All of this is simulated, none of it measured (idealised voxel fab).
process module | voxel transistor to metal
cross-section cut | 180 nm wide | cells 5 nm
A cross-section is a grid of square cells, given in bands from the top down. A band is one or more rows of cells.
Each band's line starts with the height of the band's top and of its bottom, in nm. Then come its materials from left to right, each with its width in nm. One material with "throughout" fills the band from edge to edge. "air" is empty space.
Height 0 is the level under which the wafer as received is all one material. The lowest band goes on downwards, as in "0 down".
A width such as "30 to 40" changes by the same amount from each row of cells to the next, from the band's top row to its bottom row.
"no change" after a step means that no cell of the cross-section changed.
closed voids: empty space of 8 cells or more with no open way to the top, each as width x height at its distance from the left edge, in nm
after a step's settings: what the simulator itself notes on the step
overlay nm, on a step with a mask: how far to the right of its planned place the mask lay; to the left if negative
plan
1 op RECEIVE | material Si
2 op OXIDIZE | depth nm 5
3 op CONFORMAL_DEP | material SiN | thk nm 10
4 op DIRECTIONAL_DEP | material aC | thk nm 15
5 op PATTERN | tone cover | mask id ACTIVE | material resist | width nm 125 | thk nm 35 | overlay nm 0
6 op DIRECTIONAL_ETCH | etch materials aC | depth nm 15
7 op STRIP | etch materials resist
8 op DIRECTIONAL_ETCH | etch materials SiN | depth nm 10
9 op DIRECTIONAL_ETCH | etch materials SiO2 | depth nm 5
10 op DIRECTIONAL_ETCH | etch materials Si | depth nm 35
11 op STRIP | etch materials aC
12 op OXIDIZE | depth nm 5
13 op FILL_DEP | material SiO2 | thk nm 5
14 op CMP | height nm 10
15 op SELECTIVE_ETCH | etch materials SiO2 | depth nm 5
16 op STRIP | etch materials SiN
17 op SELECTIVE_ETCH | etch materials SiO2 | depth nm 5
18 op OXIDIZE | depth nm 5
19 op DIRECTIONAL_DEP | material polySi | thk nm 25
20 op DIRECTIONAL_DEP | material SiCN | thk nm 15
21 op DIRECTIONAL_DEP | material aC | thk nm 10
22 op PATTERN | tone cover | mask id GATE | material resist | width nm 35 | thk nm 30 | overlay nm 0
23 op DIRECTIONAL_ETCH | etch materials aC | depth nm 10
24 op STRIP | etch materials resist
25 op DIRECTIONAL_ETCH | etch materials SiCN | depth nm 25
26 op DIRECTIONAL_ETCH | etch materials polySi | depth nm 35
27 op STRIP | etch materials aC
28 op CONFORMAL_DEP | material SiN | thk nm 5
29 op DIRECTIONAL_ETCH | etch materials SiN | depth nm 5
30 op DIRECTIONAL_ETCH | etch materials SiO2 | depth nm 5
31 op DIRECTIONAL_ETCH | etch materials Si | depth nm 5
32 op EPI | material pSi | thk nm 10
33 op FILL_DEP | material SiO2 | thk nm 10
34 op CMP | height nm 20
35 op STRIP | etch materials polySi
36 op SELECTIVE_ETCH | etch materials SiO2 | depth nm 5
37 op CONFORMAL_DEP | material HfO2 | thk nm 5
38 op CONFORMAL_DEP | material TiN | thk nm 5
39 op FILL_DEP | material W | thk nm 10
40 op CMP | height nm 15
41 op DIRECTIONAL_DEP | material SiO2 | thk nm 10
42 op MASKED_ETCH | tone open | mask id CONTACT | width nm 15 | pitch nm 90 | etch materials SiO2 | depth nm 30 | overlay nm 0
43 op CONFORMAL_DEP | material TiN | thk nm 5
44 op FILL_DEP | material W | thk nm 5
45 op CMP | height nm 25
46 op CONFORMAL_DEP | material SiN | thk nm 5
47 op DIRECTIONAL_DEP | material lowk | thk nm 20
48 op PATTERN | tone open | mask id METAL_1 | material resist | width nm 15 | pitch nm 90 | thk nm 15 | overlay nm 0
49 op DIRECTIONAL_ETCH | etch materials lowk | depth nm 20
50 op DIRECTIONAL_ETCH | etch materials SiN | depth nm 5
51 op STRIP | etch materials resist
52 op CONFORMAL_DEP | material TiN | thk nm 5
53 op FILL_DEP | material Cu | thk nm 5
54 op CMP | height nm 50
55 op EPI | material Ru | thk nm 5
56 op FILL_DEP | material SiCN | thk nm 5
first wafer, as planned
as received, after step 1
  0 down: Si throughout
  closed voids: none
after step 2
  0 to -5: SiO2 throughout
  below -5: unchanged
after step 3
  10 to 0: SiN throughout
  below 0: unchanged
after step 4
  25 to 10: aC throughout
  below 10: unchanged
after step 5
  60 to 25: air 25 | resist 125 | air 30
  below 25: unchanged
after step 6
  45 to 25: air 25 | resist 125 | air 30
  25 to 10: air 25 | aC 125 | air 30
  below 10: unchanged
after step 7
  25 to 10: air 25 | aC 125 | air 30
  below 10: unchanged
after step 8
  25 to 10: air 25 | aC 125 | air 30
  10 to 0: air 25 | SiN 125 | air 30
  below 0: unchanged
after step 9
  25 to 10: air 25 | aC 125 | air 30
  10 to 0: air 25 | SiN 125 | air 30
  0 to -5: air 25 | SiO2 125 | air 30
  below -5: unchanged
after step 10
  25 to 10: air 25 | aC 125 | air 30
  10 to 0: air 25 | SiN 125 | air 30
  0 to -5: air 25 | SiO2 125 | air 30
  -5 to -40: air 25 | Si 125 | air 30
  below -40: unchanged
after step 11
  10 to 0: air 25 | SiN 125 | air 30
  below 0: unchanged
after step 12
  10 to 0: air 25 | SiN 125 | air 30
  0 to -5: air 25 | SiO2 125 | air 30
  -5 to -40: air 25 | SiO2 5 | Si 115 | SiO2 5 | air 30
  -40 to -45: SiO2 30 | Si 115 | SiO2 35
  below -45: unchanged
after step 13
  15 to 10: SiO2 throughout
  10 to 0: SiO2 25 | SiN 125 | SiO2 30
  0 to -5: SiO2 throughout
  -5 to -45: SiO2 30 | Si 115 | SiO2 35
  below -45: unchanged
after step 14
  10 to 0: SiO2 25 | SiN 125 | SiO2 30
  below 0: unchanged
after step 15
  10 to 5: air 25 | SiN 125 | air 30
  below 5: unchanged
after step 16
  5 to 0: SiO2 25 | air 125 | SiO2 30
  below 0: unchanged
after step 17
  0 to -5: SiO2 20 | air 135 | SiO2 25
  below -5: unchanged
after step 18
  0 to -5: SiO2 20 | air 135 | SiO2 25
  -5 to -10: SiO2 throughout
  below -10: unchanged
after step 19
  25 to 20: polySi 20 | air 135 | polySi 25
  20 to 0: polySi throughout
  0 to -5: SiO2 20 | polySi 135 | SiO2 25
  below -5: unchanged
after step 20
  40 to 35: SiCN 20 | air 135 | SiCN 25
  35 to 25: SiCN throughout
  25 to 20: polySi 20 | SiCN 135 | polySi 25
  below 20: unchanged
after step 21
  50 to 45: aC 20 | air 135 | aC 25
  45 to 40: aC throughout
  40 to 35: SiCN 20 | aC 135 | SiCN 25
  below 35: unchanged
after step 22
  80 to 50: air 70 | resist 35 | air 75
  50 to 45: aC 20 | air 50 | resist 35 | air 50 | aC 25
  below 45: unchanged
after step 23
  70 to 45: air 70 | resist 35 | air 75
  45 to 40: air 70 | aC 35 | air 75
  40 to 35: SiCN 20 | air 50 | aC 35 | air 50 | SiCN 25
  below 35: unchanged
after step 24
  45 to 40: air 70 | aC 35 | air 75
  below 40: unchanged
after step 25
  45 to 35: air 70 | aC 35 | air 75
  35 to 25: air 70 | SiCN 35 | air 75
  25 to 20: polySi 20 | air 50 | SiCN 35 | air 50 | polySi 25
  below 20: unchanged
after step 26
  45 to 35: air 70 | aC 35 | air 75
  35 to 20: air 70 | SiCN 35 | air 75
  20 to 0: air 70 | polySi 35 | air 75
  0 to -5: SiO2 20 | air 50 | polySi 35 | air 50 | SiO2 25
  below -5: unchanged
after step 27
  35 to 20: air 70 | SiCN 35 | air 75
  below 20: unchanged
after step 28
  40 to 35: air 65 | SiN 45 | air 70
  35 to 20: air 65 | SiN 5 | SiCN 35 | SiN 5 | air 70
  20 to 5: air 65 | SiN 5 | polySi 35 | SiN 5 | air 70
  5 to 0: SiN 25 | air 40 | SiN 5 | polySi 35 | SiN 5 | air 40 | SiN 30
  0 to -5: SiO2 20 | SiN 50 | polySi 35 | SiN 50 | SiO2 25
  below -5: unchanged
after step 29
  35 to 20: air 65 | SiN 5 | SiCN 35 | SiN 5 | air 70
  20 to 0: air 65 | SiN 5 | polySi 35 | SiN 5 | air 70
  0 to -5: SiO2 20 | SiN 5 | air 40 | SiN 5 | polySi 35 | SiN 5 | air 40 | SiN 5 | SiO2 25
  below -5: unchanged
after step 30
  35 to 20: air 65 | SiN 5 | SiCN 35 | SiN 5 | air 70
  20 to 0: air 65 | SiN 5 | polySi 35 | SiN 5 | air 70
  0 to -5: air 20 | SiN 5 | air 40 | SiN 5 | polySi 35 | SiN 5 | air 40 | SiN 5 | air 25
  -5 to -10: SiO2 25 | air 40 | SiO2 45 | air 40 | SiO2 30
  below -10: unchanged
after step 31
  35 to 20: air 65 | SiN 5 | SiCN 35 | SiN 5 | air 70
  20 to 0: air 65 | SiN 5 | polySi 35 | SiN 5 | air 70
  0 to -5: air 20 | SiN 5 | air 40 | SiN 5 | polySi 35 | SiN 5 | air 40 | SiN 5 | air 25
  -5 to -10: SiO2 25 | air 40 | SiO2 45 | air 40 | SiO2 30
  -10 to -15: SiO2 30 | air 35 | Si 45 | air 35 | SiO2 35
  below -15: unchanged
after step 32
  35 to 20: air 65 | SiN 5 | SiCN 35 | SiN 5 | air 70
  20 to 0: air 65 | SiN 5 | polySi 35 | SiN 5 | air 70
  0 to -5: air 20 | SiN 5 | air 30 | pSi 10 | SiN 5 | polySi 35 | SiN 5 | pSi 10 | air 30 | SiN 5 | air 25
  -5 to -10: SiO2 25 | pSi 40 | SiO2 45 | pSi 40 | SiO2 30
  -10 to -15: SiO2 30 | pSi 35 | Si 45 | pSi 35 | SiO2 35
  below -15: unchanged
after step 33
  45 to 35: SiO2 throughout
  35 to 20: SiO2 65 | SiN 5 | SiCN 35 | SiN 5 | SiO2 70
  20 to 0: SiO2 65 | SiN 5 | polySi 35 | SiN 5 | SiO2 70
  0 to -5: SiO2 20 | SiN 5 | SiO2 30 | pSi 10 | SiN 5 | polySi 35 | SiN 5 | pSi 10 | SiO2 30 | SiN 5 | SiO2 25
  below -5: unchanged
after step 34
  20 to 0: SiO2 65 | SiN 5 | polySi 35 | SiN 5 | SiO2 70
  below 0: unchanged
after step 35
  20 to 0: SiO2 65 | SiN 5 | air 35 | SiN 5 | SiO2 70
  0 to -5: SiO2 20 | SiN 5 | SiO2 30 | pSi 10 | SiN 5 | air 35 | SiN 5 | pSi 10 | SiO2 30 | SiN 5 | SiO2 25
  below -5: unchanged
after step 36
  20 to 15: air 65 | SiN 5 | air 35 | SiN 5 | air 70
  15 to 0: SiO2 65 | SiN 5 | air 35 | SiN 5 | SiO2 70
  0 to -5: SiO2 20 | SiN 5 | SiO2 30 | pSi 10 | SiN 5 | air 35 | SiN 5 | pSi 10 | SiO2 30 | SiN 5 | SiO2 25
  -5 to -10: SiO2 25 | pSi 40 | air 45 | pSi 40 | SiO2 30
  below -10: unchanged
after step 37
  25 to 20: air 60 | HfO2 15 | air 25 | HfO2 15 | air 65
  20 to 15: HfO2 65 | SiN 5 | HfO2 5 | air 25 | HfO2 5 | SiN 5 | HfO2 70
  15 to 0: SiO2 65 | SiN 5 | HfO2 5 | air 25 | HfO2 5 | SiN 5 | SiO2 70
  0 to -5: SiO2 20 | SiN 5 | SiO2 30 | pSi 10 | SiN 5 | HfO2 5 | air 25 | HfO2 5 | SiN 5 | pSi 10 | SiO2 30 | SiN 5 | SiO2 25
  -5 to -10: SiO2 25 | pSi 40 | HfO2 45 | pSi 40 | SiO2 30
  below -10: unchanged
after step 38
  30 to 25: air 55 | TiN 25 | air 15 | TiN 25 | air 60
  25 to 20: TiN 60 | HfO2 15 | TiN 5 | air 15 | TiN 5 | HfO2 15 | TiN 65
  20 to 15: HfO2 65 | SiN 5 | HfO2 5 | TiN 5 | air 15 | TiN 5 | HfO2 5 | SiN 5 | HfO2 70
  15 to 0: SiO2 65 | SiN 5 | HfO2 5 | TiN 5 | air 15 | TiN 5 | HfO2 5 | SiN 5 | SiO2 70
  0 to -5: SiO2 20 | SiN 5 | SiO2 30 | pSi 10 | SiN 5 | HfO2 5 | TiN 25 | HfO2 5 | SiN 5 | pSi 10 | SiO2 30 | SiN 5 | SiO2 25
  below -5: unchanged
after step 39
  40 to 30: W throughout
  30 to 25: W 55 | TiN 25 | W 15 | TiN 25 | W 60
  25 to 20: TiN 60 | HfO2 15 | TiN 5 | W 15 | TiN 5 | HfO2 15 | TiN 65
  20 to 15: HfO2 65 | SiN 5 | HfO2 5 | TiN 5 | W 15 | TiN 5 | HfO2 5 | SiN 5 | HfO2 70
  15 to 0: SiO2 65 | SiN 5 | HfO2 5 | TiN 5 | W 15 | TiN 5 | HfO2 5 | SiN 5 | SiO2 70
  below 0: unchanged
after step 40
  15 to 0: SiO2 65 | SiN 5 | HfO2 5 | TiN 5 | W 15 | TiN 5 | HfO2 5 | SiN 5 | SiO2 70
  below 0: unchanged
after step 41
  25 to 15: SiO2 throughout
  below 15: unchanged
after step 42
  25 to 15: SiO2 35 | air 15 | SiO2 75 | air 15 | SiO2 40
  15 to 0: SiO2 35 | air 15 | SiO2 15 | SiN 5 | HfO2 5 | TiN 5 | W 15 | TiN 5 | HfO2 5 | SiN 5 | SiO2 15 | air 15 | SiO2 40
  0 to -5: SiO2 20 | SiN 5 | SiO2 10 | air 15 | SiO2 5 | pSi 10 | SiN 5 | HfO2 5 | TiN 25 | HfO2 5 | SiN 5 | pSi 10 | SiO2 5 | air 15 | SiO2 10 | SiN 5 | SiO2 25
  below -5: unchanged
after step 43
  30 to 25: TiN 40 | air 5 | TiN 85 | air 5 | TiN 45
  25 to 15: SiO2 35 | TiN 5 | air 5 | TiN 5 | SiO2 75 | TiN 5 | air 5 | TiN 5 | SiO2 40
  15 to 0: SiO2 35 | TiN 5 | air 5 | TiN 5 | SiO2 15 | SiN 5 | HfO2 5 | TiN 5 | W 15 | TiN 5 | HfO2 5 | SiN 5 | SiO2 15 | TiN 5 | air 5 | TiN 5 | SiO2 40
  0 to -5: SiO2 20 | SiN 5 | SiO2 10 | TiN 15 | SiO2 5 | pSi 10 | SiN 5 | HfO2 5 | TiN 25 | HfO2 5 | SiN 5 | pSi 10 | SiO2 5 | TiN 15 | SiO2 10 | SiN 5 | SiO2 25
  below -5: unchanged
after step 44
  35 to 30: W throughout
  30 to 25: TiN 40 | W 5 | TiN 85 | W 5 | TiN 45
  25 to 15: SiO2 35 | TiN 5 | W 5 | TiN 5 | SiO2 75 | TiN 5 | W 5 | TiN 5 | SiO2 40
  15 to 0: SiO2 35 | TiN 5 | W 5 | TiN 5 | SiO2 15 | SiN 5 | HfO2 5 | TiN 5 | W 15 | TiN 5 | HfO2 5 | SiN 5 | SiO2 15 | TiN 5 | W 5 | TiN 5 | SiO2 40
  below 0: unchanged
after step 45
  25 to 15: SiO2 35 | TiN 5 | W 5 | TiN 5 | SiO2 75 | TiN 5 | W 5 | TiN 5 | SiO2 40
  below 15: unchanged
after step 46
  30 to 25: SiN throughout
  below 25: unchanged
after step 47
  50 to 30: lowk throughout
  below 30: unchanged
after step 48
  65 to 50: resist 35 | air 15 | resist 75 | air 15 | resist 40
  below 50: unchanged
after step 49
  65 to 50: resist 35 | air 15 | resist 75 | air 15 | resist 40
  50 to 30: lowk 35 | air 15 | lowk 75 | air 15 | lowk 40
  below 30: unchanged
after step 50
  65 to 50: resist 35 | air 15 | resist 75 | air 15 | resist 40
  50 to 30: lowk 35 | air 15 | lowk 75 | air 15 | lowk 40
  30 to 25: SiN 35 | air 15 | SiN 75 | air 15 | SiN 40
  below 25: unchanged
after step 51
  50 to 30: lowk 35 | air 15 | lowk 75 | air 15 | lowk 40
  below 30: unchanged
after step 52
  55 to 50: TiN 40 | air 5 | TiN 85 | air 5 | TiN 45
  50 to 30: lowk 35 | TiN 5 | air 5 | TiN 5 | lowk 75 | TiN 5 | air 5 | TiN 5 | lowk 40
  30 to 25: SiN 35 | TiN 15 | SiN 75 | TiN 15 | SiN 40
  below 25: unchanged
after step 53
  60 to 55: Cu throughout
  55 to 50: TiN 40 | Cu 5 | TiN 85 | Cu 5 | TiN 45
  50 to 30: lowk 35 | TiN 5 | Cu 5 | TiN 5 | lowk 75 | TiN 5 | Cu 5 | TiN 5 | lowk 40
  below 30: unchanged
after step 54
  50 to 30: lowk 35 | TiN 5 | Cu 5 | TiN 5 | lowk 75 | TiN 5 | Cu 5 | TiN 5 | lowk 40
  below 30: unchanged
after step 55
  55 to 50: air 30 | Ru 25 | air 65 | Ru 25 | air 35
  below 50: unchanged
after step 56
  60 to 55: SiCN throughout
  55 to 50: SiCN 30 | Ru 25 | SiCN 65 | Ru 25 | SiCN 35
  below 50: unchanged
second wafer: like start, like plan, one mistake. Through step 43 it matches the first wafer
when step 44 should have ended
  35 to 30: Cu throughout
  30 to 25: TiN 40 | Cu 5 | TiN 85 | Cu 5 | TiN 45
  25 to 15: SiO2 35 | TiN 5 | Cu 5 | TiN 5 | SiO2 75 | TiN 5 | Cu 5 | TiN 5 | SiO2 40
  15 to 0: SiO2 35 | TiN 5 | Cu 5 | TiN 5 | SiO2 15 | SiN 5 | HfO2 5 | TiN 5 | W 15 | TiN 5 | HfO2 5 | SiN 5 | SiO2 15 | TiN 5 | Cu 5 | TiN 5 | SiO2 40
  below 0: unchanged
when step 45 should have ended
  25 to 15: SiO2 35 | TiN 5 | Cu 5 | TiN 5 | SiO2 75 | TiN 5 | Cu 5 | TiN 5 | SiO2 40
  below 15: unchanged
when step 46 should have ended
  30 to 25: SiN throughout
  below 25: unchanged
when step 47 should have ended
  50 to 30: lowk throughout
  below 30: unchanged
when step 48 should have ended
  65 to 50: resist 35 | air 15 | resist 75 | air 15 | resist 40
  below 50: unchanged
when step 49 should have ended
  65 to 50: resist 35 | air 15 | resist 75 | air 15 | resist 40
  50 to 30: lowk 35 | air 15 | lowk 75 | air 15 | lowk 40
  below 30: unchanged
when step 50 should have ended
  65 to 50: resist 35 | air 15 | resist 75 | air 15 | resist 40
  50 to 30: lowk 35 | air 15 | lowk 75 | air 15 | lowk 40
  30 to 25: SiN 35 | air 15 | SiN 75 | air 15 | SiN 40
  below 25: unchanged
when step 51 should have ended
  50 to 30: lowk 35 | air 15 | lowk 75 | air 15 | lowk 40
  below 30: unchanged
when step 52 should have ended
  55 to 50: TiN 40 | air 5 | TiN 85 | air 5 | TiN 45
  50 to 30: lowk 35 | TiN 5 | air 5 | TiN 5 | lowk 75 | TiN 5 | air 5 | TiN 5 | lowk 40
  30 to 25: SiN 35 | TiN 15 | SiN 75 | TiN 15 | SiN 40
  below 25: unchanged
when step 53 should have ended
  60 to 55: Cu throughout
  55 to 50: TiN 40 | Cu 5 | TiN 85 | Cu 5 | TiN 45
  50 to 30: lowk 35 | TiN 5 | Cu 5 | TiN 5 | lowk 75 | TiN 5 | Cu 5 | TiN 5 | lowk 40
  below 30: unchanged
when step 54 should have ended
  50 to 30: lowk 35 | TiN 5 | Cu 5 | TiN 5 | lowk 75 | TiN 5 | Cu 5 | TiN 5 | lowk 40
  below 30: unchanged
when step 55 should have ended
  55 to 50: air 30 | Ru 25 | air 65 | Ru 25 | air 35
  below 50: unchanged
when step 56 should have ended
  60 to 55: SiCN throughout
  55 to 50: SiCN 30 | Ru 25 | SiCN 65 | Ru 25 | SiCN 35
  below 50: unchanged
what went wrong: step 44 ran as: op FILL_DEP | material Cu | thk nm 5
at the end the second wafer has, in cells: 10 more of Cu | 10 fewer of W
